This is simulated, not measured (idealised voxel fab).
The document below concerns the process module designated voxel gate over fins.
Pictured: cross-section cut, 265 nm wide, on a grid of 5 nm square cells.
In what follows, cross-sections appear as grids of square cells, described through bands that run from the top down, where every band is one or more rows of cells.
Look at the band entry: it leads with the top's height and the bottom's height in nm. Then it lists the materials left to right, with a width in nm for each. The word "edge to edge" on a single material says that material fills the band edge to edge. The word "air" is empty space.
Height 0 is the level under which the wafer as received is all one material. The lowest band goes on downwards, as in "z 0 and below".
So if you see something like "30..40" for the width, read it as the top row of the band sitting at the first number and the bottom row at the second, with every row in between moving by the same amount as the last.
Basically "remained unchanged" means that step didn't change any cell in the cross-section.
"Sealed cavities" specifies each empty space that is not open to the top and that occupies no fewer than 8 cells, using the form width x height at distance, the distance measured from the left edge and all three quantities in nm.
It should be noted that, on the line of a given step, the content following the step's settings is a remark produced by the simulator itself with respect to that step.
A step line may carry the setting "overlay nm", which, for steps involving a mask, states the distance by which the mask lay to the right of its intended position; negative values denote displacement to the left.

-- Process steps - plan
- 1: RECEIVE,material Si
- 2: CONFORMAL_DEP,material SiN,thk nm 5
- 3: MASKED_ETCH,tone cover,mask id FINS,width nm 15,pitch nm 35,etch materials SiN,depth nm 5,overlay nm 0
- 4: MASKED_ETCH,tone cover,mask id FINS,width nm 15,pitch nm 35,etch materials Si,depth nm 30,overlay nm 0
- 5: FILL_DEP,material SiO2,thk nm 10
- 6: CMP,height nm 5
- 7: SELECTIVE_ETCH,etch materials SiO2,depth nm 15
- 8: STRIP,etch materials SiN
- 9: CONFORMAL_DEP,material HfO2,thk nm 5
- 10: CONFORMAL_DEP,material TiN,thk nm 5
- 11: FILL_DEP,material W,thk nm 15
- 12: CMP,height nm 20
- 13: CONFORMAL_DEP,material SiCN,thk nm 5

-- So this is the incoming wafer in cross-section - it's already been through step 1
	z 0 and below: Si edge to edge
	Sealed cavities: none

-- This is how the wafer looks in cross-section once the module is done, given the starting state and plan above and one mistake in carrying the plan out
	z 25 to 20: SiCN edge to edge
	z 20 to 10: W edge to edge
	z 10 to 5: W 80 nm  TiN 105 nm  W 80 nm
	z 5 to 0: W 80 nm  TiN 5 nm  HfO2 25 nm  TiN 10 nm  HfO2 25 nm  TiN 10 nm  HfO2 25 nm  TiN 5 nm  W 80 nm
	z 0 to -5: TiN 85 nm  HfO2 5 nm  Si 15 nm  HfO2 5 nm  TiN 10 nm  HfO2 5 nm  Si 15 nm  HfO2 5 nm  TiN 10 nm  HfO2 5 nm  Si 15 nm  HfO2 5 nm  TiN 85 nm
	z -5 to -10: HfO2 90 nm  Si 15 nm  HfO2 20 nm  Si 15 nm  HfO2 20 nm  Si 15 nm  HfO2 90 nm
	z -10 to -60: SiO2 90 nm  Si 15 nm  SiO2 20 nm  Si 15 nm  SiO2 20 nm  Si 15 nm  SiO2 90 nm
	z -60 and below: Si edge to edge
	Sealed cavities: none
Finding, execution versus plan: step 4 in the plan was executed twice
